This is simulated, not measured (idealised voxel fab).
Herein follows the process module entitled voxel spacer lines.
Section cut is 175 nm wide and gridded with 5 nm square cells.
Throughout this document, each cross-section is represented as a grid of square cells and is presented as a sequence of bands enumerated from the top downward, where a band comprises one or more rows of cells. Per band: top height and bottom height in nm, followed by the left-to-right materials and their widths in nm; "everywhere" marks a single material spanning edge to edge, "empty" marks empty space. Heights are measured from 0, the level below which the as-received wafer is all one material; the lowest band has no bottom and continues downward, written as in "0..down". Per-row width for "30 to 40": begins at first number (top row of band), ends at second number (bottom row), increment between rows held constant. Where a step carries "no alterations made", the cross-section came out of it unchanged, cell for cell. In the "Closed cavity list" entry, you get each enclosed empty space of 8 cells or more, one with no open way to the top, written width x height at distance, distance from the left edge, in nm. Past the settings on a step's line: simulator remark, on that step. Among the settings permitted on a step's line is "overlay nm"; applied to a step with a mask, it specifies the extent to which the mask lay to the right of its planned position, whereas a negative figure signifies a position to the left.

The planned process steps are enumerated hereunder
1,RECEIVE [material Si]
2,CONFORMAL_DEP [material Al2O3] [thk nm 10]
3,DIRECTIONAL_DEP [material TiN] [thk nm 15]
4,DIRECTIONAL_DEP [material polySi] [thk nm 25]
5,PATTERN [tone cover] [mask id MANDREL] [material resist] [width nm 25] [pitch nm 70] [thk nm 30] [overlay nm 0]
6,DIRECTIONAL_ETCH [etch materials polySi] [depth nm 25]
7,STRIP [etch materials resist]
8,CONFORMAL_DEP [material SiN] [thk nm 10]
9,DIRECTIONAL_ETCH [etch materials SiN] [depth nm 10]
10,STRIP [etch materials polySi]
11,DIRECTIONAL_ETCH [etch materials TiN] [depth nm 15]
12,STRIP [etch materials SiN]

Concerning the first of two wafers, which was run in accordance with the plan

The cross-section here shows the wafer as received, i.e. in its state after step 1
> 0..down: Si everywhere
> Closed cavity list: none

Wafer after step 2 (cross-section)
> 10..0: Al2O3 everywhere
> All layers under 0 are left as they were.

Wafer after step 3 (cross-section)
> 25..10: TiN everywhere
> All layers under 10 are left as they were.

Wafer after step 4 (cross-section)
> 50..25: polySi everywhere
> All layers under 25 are left as they were.

Wafer after step 5 (cross-section)
> 80..50: empty 40  resist 25  empty 45  resist 25  empty 40
> All layers under 50 are left as they were.

Wafer after step 6 (cross-section)
> 80..50: empty 40  resist 25  empty 45  resist 25  empty 40
> 50..25: empty 40  polySi 25  empty 45  polySi 25  empty 40
> All layers under 25 are left as they were.

Wafer after step 7 (cross-section)
> 50..25: empty 40  polySi 25  empty 45  polySi 25  empty 40
> All layers under 25 are left as they were.

Wafer after step 8 (cross-section)
> 60..50: empty 30  SiN 45  empty 25  SiN 45  empty 30
> 50..35: empty 30  SiN 10  polySi 25  SiN 10  empty 25  SiN 10  polySi 25  SiN 10  empty 30
> 35..25: SiN 40  polySi 25  SiN 45  polySi 25  SiN 40
> All layers under 25 are left as they were.

Wafer after step 9 (cross-section)
> 50..25: empty 30  SiN 10  polySi 25  SiN 10  empty 25  SiN 10  polySi 25  SiN 10  empty 30
> All layers under 25 are left as they were.

Wafer after step 10 (cross-section)
> 50..25: empty 30  SiN 10  empty 25  SiN 10  empty 25  SiN 10  empty 25  SiN 10  empty 30
> All layers under 25 are left as they were.

Wafer after step 11 (cross-section)
> 50..25: empty 30  SiN 10  empty 25  SiN 10  empty 25  SiN 10  empty 25  SiN 10  empty 30
> 25..10: empty 30  TiN 10  empty 25  TiN 10  empty 25  TiN 10  empty 25  TiN 10  empty 30
> All layers under 10 are left as they were.

Wafer after step 12 (cross-section)
> 25..10: empty 30  TiN 10  empty 25  TiN 10  empty 25  TiN 10  empty 25  TiN 10  empty 30
> All layers under 10 are left as they were.

Companion wafer, the second of two: same beginning, same intended sequence, one mistake in carrying it out; through step 1 inclusive it tracks the first exactly

Planned end of step 2: second wafer, cross-section: no alterations made

Planned end of step 3: second wafer, cross-section
> 15..0: TiN everywhere
> All layers under 0 are left as they were.

Planned end of step 4: second wafer, cross-section
> 40..15: polySi everywhere
> All layers under 15 are left as they were.

Planned end of step 5: second wafer, cross-section
> 70..40: empty 40  resist 25  empty 45  resist 25  empty 40
> All layers under 40 are left as they were.

Planned end of step 6: second wafer, cross-section
> 70..40: empty 40  resist 25  empty 45  resist 25  empty 40
> 40..15: empty 40  polySi 25  empty 45  polySi 25  empty 40
> All layers under 15 are left as they were.

Planned end of step 7: second wafer, cross-section
> 40..15: empty 40  polySi 25  empty 45  polySi 25  empty 40
> All layers under 15 are left as they were.

Planned end of step 8: second wafer, cross-section
> 50..40: empty 30  SiN 45  empty 25  SiN 45  empty 30
> 40..25: empty 30  SiN 10  polySi 25  SiN 10  empty 25  SiN 10  polySi 25  SiN 10  empty 30
> 25..15: SiN 40  polySi 25  SiN 45  polySi 25  SiN 40
> All layers under 15 are left as they were.

Planned end of step 9: second wafer, cross-section
> 40..15: empty 30  SiN 10  polySi 25  SiN 10  empty 25  SiN 10  polySi 25  SiN 10  empty 30
> All layers under 15 are left as they were.

Planned end of step 10: second wafer, cross-section
> 40..15: empty 30  SiN 10  empty 25  SiN 10  empty 25  SiN 10  empty 25  SiN 10  empty 30
> All layers under 15 are left as they were.

Planned end of step 11: second wafer, cross-section
> 40..15: empty 30  SiN 10  empty 25  SiN 10  empty 25  SiN 10  empty 25  SiN 10  empty 30
> 15..0: empty 30  TiN 10  empty 25  TiN 10  empty 25  TiN 10  empty 25  TiN 10  empty 30
> All layers under 0 are left as they were.

Planned end of step 12: second wafer, cross-section
> 15..0: empty 30  TiN 10  empty 25  TiN 10  empty 25  TiN 10  empty 25  TiN 10  empty 30
> All layers under 0 are left as they were.
Where did the run depart from the plan? not run: step 2 of the plan (skipped)
End check, counted in cells, second wafer has more or fewer of these materials than the first: -70 Al2O3
